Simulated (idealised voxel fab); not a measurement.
Process module heading - voxel wiring stack
Each square cell in cross-section cut measures 5 nm, and the section as a whole is 220 nm wide.
Heads up, the way a cross-section reads in here is a grid of square cells, handed over as bands from the top down, with every band being one or more rows of cells. This entry defines a band. It first specifies the height of the band's top and the height of its bottom in nm, and then specifies the band's materials from left to right, stating each material with its width in nm. The word "edge to edge" identifies a single material that fills the band from edge to edge, while the word "blank" identifies empty space. Counting heights begins at 0, where everything beneath is, in the wafer as received, one material. The lowest band has no bottom; it goes on downwards, as "from 0 down" shows. You'd read "30..40" like this: the band's top row of cells is as wide as the first number, its bottom row is as wide as the second, and going down, every row changes width by the same amount as the row before did. Step note "nothing altered" = no cross-section cell changed. Listed in "Closed void listing": every empty space of 8 or more cells without an open way to the top. Form: width x height at distance, the distance being from the left edge, all in nm. Text after the settings on a step's line: the simulator's own remark on that step. If you see "overlay nm" on a step's line and that step has a mask, it's telling you how far right of where it was planned the mask ended up; a negative number means it went left instead.

Below is the list of planned process steps:
- 1: RECEIVE [material Si]
- 2: CONFORMAL_DEP [material SiO2] [thk nm 15]
- 3: CONFORMAL_DEP [material SiN] [thk nm 5]
- 4: DIRECTIONAL_DEP [material SiO2] [thk nm 25]
- 5: PATTERN [tone open] [mask id METAL_1] [material resist] [width nm 25] [pitch nm 50] [thk nm 20] [overlay nm 0]
- 6: DIRECTIONAL_ETCH [etch materials SiO2] [depth nm 25]
- 7: DIRECTIONAL_ETCH [etch materials SiN] [depth nm 5]
- 8: STRIP [etch materials resist]
- 9: CONFORMAL_DEP [material TiN] [thk nm 5]
- 10: FILL_DEP [material W] [thk nm 5]
- 11: CMP [height nm 45]
- 12: CONFORMAL_DEP [material SiCN] [thk nm 5]
- 13: DIRECTIONAL_DEP [material SiO2] [thk nm 10]
- 14: PATTERN [tone open] [mask id PLUG_1] [material resist] [width nm 15] [pitch nm 50] [thk nm 20] [overlay nm 0]
- 15: DIRECTIONAL_ETCH [etch materials SiO2] [depth nm 10]
- 16: DIRECTIONAL_ETCH [etch materials SiCN] [depth nm 5]
- 17: STRIP [etch materials resist]
- 18: EPI [material Ru] [thk nm 10]
- 19: EPI [material Ru] [thk nm 5]
- 20: DIRECTIONAL_DEP [material TiN] [thk nm 5]
- 21: DIRECTIONAL_DEP [material Ru] [thk nm 25]
- 22: PATTERN [tone cover] [mask id METAL_2] [material resist] [width nm 25] [pitch nm 50] [thk nm 15] [overlay nm 0]
- 23: DIRECTIONAL_ETCH [etch materials Ru] [depth nm 25]
- 24: DIRECTIONAL_ETCH [etch materials TiN] [depth nm 5]
- 25: STRIP [etch materials resist]
- 26: FILL_DEP [material SiO2] [thk nm 10]
- 27: CMP [height nm 90]
- 28: CONFORMAL_DEP [material SiN] [thk nm 5]

as received, after step 1:
- from 0 down = Si edge to edge
- Closed void listing: none

Same starting wafer, same plan as above, one mistake in the execution; this is the cross-section at the end of the module:
- from 95 to 90 = SiN edge to edge
- from 90 to 65 = SiO2 (70)  Ru (25)  SiO2 (25)  Ru (25)  SiO2 (75)
- from 65 to 60 = SiO2 (70)  TiN (25)  SiO2 (25)  TiN (25)  SiO2 (75)
- from 60 to 50 = SiO2 (65)  Ru (25)  SiO2 (25)  Ru (25)  SiO2 (80)
- from 50 to 45 = SiCN (65)  Ru (25)  SiCN (25)  Ru (25)  SiCN (80)
- from 45 to 20 = SiO2 (70)  TiN (5)  W (15)  TiN (5)  SiO2 (25)  TiN (5)  W (15)  TiN (5)  SiO2 (75)
- from 20 to 15 = SiN (70)  TiN (25)  SiN (25)  TiN (25)  SiN (75)
- from 15 to 0 = SiO2 edge to edge
- from 0 down = Si edge to edge
- Closed void listing: none
The mistake made against the process plan was this: for step 14, the planned setting was not used; the step was instead run as PATTERN [tone open] [mask id PLUG_1] [material resist] [width nm 25] [pitch nm 50] [thk nm 20] [overlay nm 0]
